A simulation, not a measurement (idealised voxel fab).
Herein follows the process module entitled voxel self aligned contacts.
Displayed cross-section: cut, width of 190 nm, square cells sized 5 nm.
In this document a cross-section is written as a grid of square cells. It is given as a series of bands, listed from the top down, and a band is one or more rows of cells.
Heights first: top, then bottom, in nm. Then materials, left to right, each with a width in nm. "everywhere" on a single material: fills the band edge to edge. "air": empty space.
Heights are reckoned from 0. Under this level, the received wafer is all of one material. The bottommost band is open-ended downward, for example "0 and below".
You'd read "30->40" like this: the band's top row of cells is as wide as the first number, its bottom row is as wide as the second, and going down, every row changes width by the same amount as the row before did.
Step marked "nothing different"? Then no cell in the cross-section changed in it.
So "Enclosed void catalog" is basically the list of trapped voids: any empty space of 8 cells or more that can't reach the top through an opening. They're written width x height at distance, the distance being from the left edge, and it's all nm.
If you see something after the settings on a step's line, that's the simulator's own remark about that step.
"overlay nm" on a masked step: distance the mask lay right of its planned place, negative for left.

**Intended process steps**
| 1 | op RECEIVE | material Si |
| 2 | op OXIDIZE | depth nm 5 |
| 3 | op DIRECTIONAL_DEP | material polySi | thk nm 25 |
| 4 | op DIRECTIONAL_DEP | material SiN | thk nm 25 |
| 5 | op PATTERN | tone cover | mask id GATE | material resist | width nm 35 | pitch nm 80 | thk nm 20 | overlay nm 0 |
| 6 | op DIRECTIONAL_ETCH | etch materials SiN | depth nm 25 |
| 7 | op DIRECTIONAL_ETCH | etch materials polySi | depth nm 25 |
| 8 | op STRIP | etch materials resist |
| 9 | op CONFORMAL_DEP | material SiN | thk nm 10 |
| 10 | op DIRECTIONAL_ETCH | etch materials SiN | depth nm 10 |
| 11 | op FILL_DEP | material SiO2 | thk nm 10 |
| 12 | op CMP | height nm 55 |
| 13 | op DIRECTIONAL_DEP | material aC | thk nm 15 |
| 14 | op PATTERN | tone open | mask id CONTACT | material resist | width nm 55 | thk nm 35 | overlay nm 0 |
| 15 | op DIRECTIONAL_ETCH | etch materials aC | depth nm 15 |
| 16 | op STRIP | etch materials resist |
| 17 | op DIRECTIONAL_ETCH | etch materials SiO2 | depth nm 60 |
| 18 | op STRIP | etch materials aC |
| 19 | op CONFORMAL_DEP | material TiN | thk nm 5 |
| 20 | op FILL_DEP | material Ru | thk nm 5 |
| 21 | op CMP | height nm 55 |
| 22 | op CONFORMAL_DEP | material SiN | thk nm 5 |

**Concerning the first of two wafers, which was run in accordance with the plan**

**As received (post step 1): cross-section**
- 0 and below: Si everywhere
- Enclosed void catalog: none

**Cross-section of the wafer after step 2**
- 0 down to -5: SiO2 everywhere
- Below -5, the layers are the same as they were.

**Cross-section of the wafer after step 3**
- 25 down to 0: polySi everywhere
- Below 0, the layers are the same as they were.

**Cross-section of the wafer after step 4**
- 50 down to 25: SiN everywhere
- Below 25, the layers are the same as they were.

**Cross-section of the wafer after step 5**
- 70 down to 50: air: 35  resist: 35  air: 45  resist: 35  air: 40
- Below 50, the layers are the same as they were.

**Cross-section of the wafer after step 6**
- 70 down to 50: air: 35  resist: 35  air: 45  resist: 35  air: 40
- 50 down to 25: air: 35  SiN: 35  air: 45  SiN: 35  air: 40
- Below 25, the layers are the same as they were.

**Cross-section of the wafer after step 7**
- 70 down to 50: air: 35  resist: 35  air: 45  resist: 35  air: 40
- 50 down to 25: air: 35  SiN: 35  air: 45  SiN: 35  air: 40
- 25 down to 0: air: 35  polySi: 35  air: 45  polySi: 35  air: 40
- Below 0, the layers are the same as they were.

**Cross-section of the wafer after step 8**
- 50 down to 25: air: 35  SiN: 35  air: 45  SiN: 35  air: 40
- Below 25, the layers are the same as they were.

**Cross-section of the wafer after step 9**
- 60 down to 25: air: 25  SiN: 55  air: 25  SiN: 55  air: 30
- 25 down to 10: air: 25  SiN: 10  polySi: 35  SiN: 10  air: 25  SiN: 10  polySi: 35  SiN: 10  air: 30
- 10 down to 0: SiN: 35  polySi: 35  SiN: 45  polySi: 35  SiN: 40
- Below 0, the layers are the same as they were.

**Cross-section of the wafer after step 10**
- 50 down to 25: air: 25  SiN: 55  air: 25  SiN: 55  air: 30
- 25 down to 0: air: 25  SiN: 10  polySi: 35  SiN: 10  air: 25  SiN: 10  polySi: 35  SiN: 10  air: 30
- Below 0, the layers are the same as they were.

**Cross-section of the wafer after step 11**
- 60 down to 50: SiO2 everywhere
- 50 down to 25: SiO2: 25  SiN: 55  SiO2: 25  SiN: 55  SiO2: 30
- 25 down to 0: SiO2: 25  SiN: 10  polySi: 35  SiN: 10  SiO2: 25  SiN: 10  polySi: 35  SiN: 10  SiO2: 30
- Below 0, the layers are the same as they were.

**Cross-section of the wafer after step 12**
- 55 down to 50: SiO2 everywhere
- Below 50, the layers are the same as they were.

**Cross-section of the wafer after step 13**
- 70 down to 55: aC everywhere
- Below 55, the layers are the same as they were.

**Cross-section of the wafer after step 14**
- 105 down to 70: resist: 65  air: 55  resist: 70
- Below 70, the layers are the same as they were.

**Cross-section of the wafer after step 15**
- 90 down to 70: resist: 65  air: 55  resist: 70
- 70 down to 55: aC: 65  air: 55  aC: 70
- Below 55, the layers are the same as they were.

**Cross-section of the wafer after step 16**
- 70 down to 55: aC: 65  air: 55  aC: 70
- Below 55, the layers are the same as they were.

**Cross-section of the wafer after step 17**
- 70 down to 55: aC: 65  air: 55  aC: 70
- 55 down to 50: SiO2: 65  air: 55  SiO2: 70
- 50 down to 25: SiO2: 25  SiN: 55  air: 25  SiN: 55  SiO2: 30
- 25 down to 0: SiO2: 25  SiN: 10  polySi: 35  SiN: 10  air: 25  SiN: 10  polySi: 35  SiN: 10  SiO2: 30
- 0 down to -5: SiO2: 80  air: 25  SiO2: 85
- Below -5, the layers are the same as they were.

**Cross-section of the wafer after step 18**
- 55 down to 50: SiO2: 65  air: 55  SiO2: 70
- Below 50, the layers are the same as they were.

**Cross-section of the wafer after step 19**
- 60 down to 55: TiN: 70  air: 45  TiN: 75
- 55 down to 50: SiO2: 65  TiN: 20  air: 15  TiN: 20  SiO2: 70
- 50 down to 25: SiO2: 25  SiN: 55  TiN: 5  air: 15  TiN: 5  SiN: 55  SiO2: 30
- 25 down to 0: SiO2: 25  SiN: 10  polySi: 35  SiN: 10  TiN: 5  air: 15  TiN: 5  SiN: 10  polySi: 35  SiN: 10  SiO2: 30
- 0 down to -5: SiO2: 80  TiN: 25  SiO2: 85
- Below -5, the layers are the same as they were.

**Cross-section of the wafer after step 20**
- 65 down to 60: Ru everywhere
- 60 down to 55: TiN: 70  Ru: 45  TiN: 75
- 55 down to 50: SiO2: 65  TiN: 20  Ru: 15  TiN: 20  SiO2: 70
- 50 down to 25: SiO2: 25  SiN: 55  TiN: 5  Ru: 15  TiN: 5  SiN: 55  SiO2: 30
- 25 down to 0: SiO2: 25  SiN: 10  polySi: 35  SiN: 10  TiN: 5  Ru: 15  TiN: 5  SiN: 10  polySi: 35  SiN: 10  SiO2: 30
- Below 0, the layers are the same as they were.

**Cross-section of the wafer after step 21**
- 55 down to 50: SiO2: 65  TiN: 20  Ru: 15  TiN: 20  SiO2: 70
- Below 50, the layers are the same as they were.

**Cross-section of the wafer after step 22**
- 60 down to 55: SiN everywhere
- Below 55, the layers are the same as they were.

**The Second Wafer: Common Origin and Plan, One Mistake in Execution, Identical to the First Through Step 3**

**Cross-section of the second wafer corresponding to the planned conclusion of step 4**
- 75 down to 25: SiN everywhere
- Below 25, the layers are the same as they were.

**Cross-section of the second wafer corresponding to the planned conclusion of step 5**
- 95 down to 75: air: 35  resist: 35  air: 45  resist: 35  air: 40
- Below 75, the layers are the same as they were.

**Cross-section of the second wafer corresponding to the planned conclusion of step 6**
- 95 down to 75: air: 35  resist: 35  air: 45  resist: 35  air: 40
- 75 down to 50: air: 35  SiN: 35  air: 45  SiN: 35  air: 40
- Below 50, the layers are the same as they were.

Cross-section of the second wafer corresponding to the planned conclusion of step 7: nothing different

**Cross-section of the second wafer corresponding to the planned conclusion of step 8**
- 75 down to 50: air: 35  SiN: 35  air: 45  SiN: 35  air: 40
- Below 50, the layers are the same as they were.

**Cross-section of the second wafer corresponding to the planned conclusion of step 9**
- 85 down to 60: air: 25  SiN: 55  air: 25  SiN: 55  air: 30
- 60 down to 25: SiN everywhere
- Below 25, the layers are the same as they were.

**Cross-section of the second wafer corresponding to the planned conclusion of step 10**
- 75 down to 50: air: 25  SiN: 55  air: 25  SiN: 55  air: 30
- Below 50, the layers are the same as they were.

**Cross-section of the second wafer corresponding to the planned conclusion of step 11**
- 85 down to 75: SiO2 everywhere
- 75 down to 50: SiO2: 25  SiN: 55  SiO2: 25  SiN: 55  SiO2: 30
- Below 50, the layers are the same as they were.

**Cross-section of the second wafer corresponding to the planned conclusion of step 12**
- 55 down to 50: SiO2: 25  SiN: 55  SiO2: 25  SiN: 55  SiO2: 30
- Below 50, the layers are the same as they were.

**Cross-section of the second wafer corresponding to the planned conclusion of step 13**
- 70 down to 55: aC everywhere
- Below 55, the layers are the same as they were.

**Cross-section of the second wafer corresponding to the planned conclusion of step 14**
- 105 down to 70: resist: 65  air: 55  resist: 70
- Below 70, the layers are the same as they were.

**Cross-section of the second wafer corresponding to the planned conclusion of step 15**
- 90 down to 70: resist: 65  air: 55  resist: 70
- 70 down to 55: aC: 65  air: 55  aC: 70
- Below 55, the layers are the same as they were.

**Cross-section of the second wafer corresponding to the planned conclusion of step 16**
- 70 down to 55: aC: 65  air: 55  aC: 70
- Below 55, the layers are the same as they were.

**Cross-section of the second wafer corresponding to the planned conclusion of step 17**
- 70 down to 55: aC: 65  air: 55  aC: 70
- 55 down to 50: SiO2: 25  SiN: 55  air: 25  SiN: 55  SiO2: 30
- Below 50, the layers are the same as they were.

**Cross-section of the second wafer corresponding to the planned conclusion of step 18**
- 55 down to 50: SiO2: 25  SiN: 55  air: 25  SiN: 55  SiO2: 30
- Below 50, the layers are the same as they were.

**Cross-section of the second wafer corresponding to the planned conclusion of step 19**
- 60 down to 55: TiN: 85  air: 15  TiN: 90
- 55 down to 50: SiO2: 25  SiN: 55  TiN: 25  SiN: 55  SiO2: 30
- Below 50, the layers are the same as they were.

**Cross-section of the second wafer corresponding to the planned conclusion of step 20**
- 65 down to 60: Ru everywhere
- 60 down to 55: TiN: 85  Ru: 15  TiN: 90
- Below 55, the layers are the same as they were.

**Cross-section of the second wafer corresponding to the planned conclusion of step 21**
- 55 down to 50: SiO2: 25  SiN: 55  TiN: 25  SiN: 55  SiO2: 30
- Below 50, the layers are the same as they were.

**Cross-section of the second wafer corresponding to the planned conclusion of step 22**
- 60 down to 55: SiN everywhere
- Below 55, the layers are the same as they were.
What went wrong in running the wafer? heads up, step 4 of the plan got done twice
Upon completion, the second wafer contains, in terms of cells, a greater or smaller amount of certain materials than the first wafer: Ru: 33 fewer, SiN: 62 more, SiO2: 121 fewer, TiN: 28 fewer, polySi: 120 more
